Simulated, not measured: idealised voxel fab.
The following is a process module called voxel fin reveal.
It is cross-section cut that appears here, measuring 180 nm in width, its square cells being 5 nm in size.
If you're reading a cross-section in this doc, picture square cells in a grid; it comes to you as bands, top ones listed first down to the bottom, and a band can be one or more rows of cells. Per band: top height and bottom height in nm, followed by the left-to-right materials and their widths in nm; "throughout" marks a single material spanning edge to edge, "empty" marks empty space. Convention: height 0 is the level below which the wafer, as received, is all one material. The lowest band does not terminate at the bottom but continues downward, represented as "z 0 and below". Quick explanation for "30->40": the width changes in equal steps down the rows of cells, from the first number in the band's top row to the second number in its bottom row. Basically "no modification" means that step didn't change any cell in the cross-section. Any empty space of 8 cells or more lacking an open way to the top shows up in "Unvented cavities" as width x height at distance, distance from the left edge, in nm. Anything after a step's settings on that line? It's the simulator's own note about the step. overlay nm: where the mask lay relative to plan, measured to the right, on steps with a mask; negatives go left.

## Below is the list of planned process steps
1 RECEIVE | material Si
2 CONFORMAL_DEP | material SiN | thk nm 10
3 DIRECTIONAL_DEP | material aC | thk nm 15
4 PATTERN | tone cover | mask id FINS | material resist | width nm 15 | pitch nm 40 | thk nm 35 | overlay nm 0
5 DIRECTIONAL_ETCH | etch materials aC | depth nm 15
6 STRIP | etch materials resist
7 DIRECTIONAL_ETCH | etch materials SiN | depth nm 10
8 DIRECTIONAL_ETCH | etch materials Si | depth nm 35
9 STRIP | etch materials aC
10 FILL_DEP | material SiO2 | thk nm 10
11 CMP | height nm 10
12 SELECTIVE_ETCH | etch materials SiO2 | depth nm 20
13 STRIP | etch materials SiN
Wafer-to-wafer difference: width nm, step 4. Common start. Plan = first wafer's value.

## Cross-section of the first incoming wafer of several, state after step 1
	z 0 and below | Si throughout
	Unvented cavities: none

## Rows = wafers. At module end, each row lists per material the cells gained (+) or lost (-) since the wafer was received, then the closed voids
width nm 15; -189 Si; +135 SiO2; Unvented cavities: none
width nm 20; -168 Si; +120 SiO2; Unvented cavities: none
width nm 25; -147 Si; +105 SiO2; Unvented cavities: none
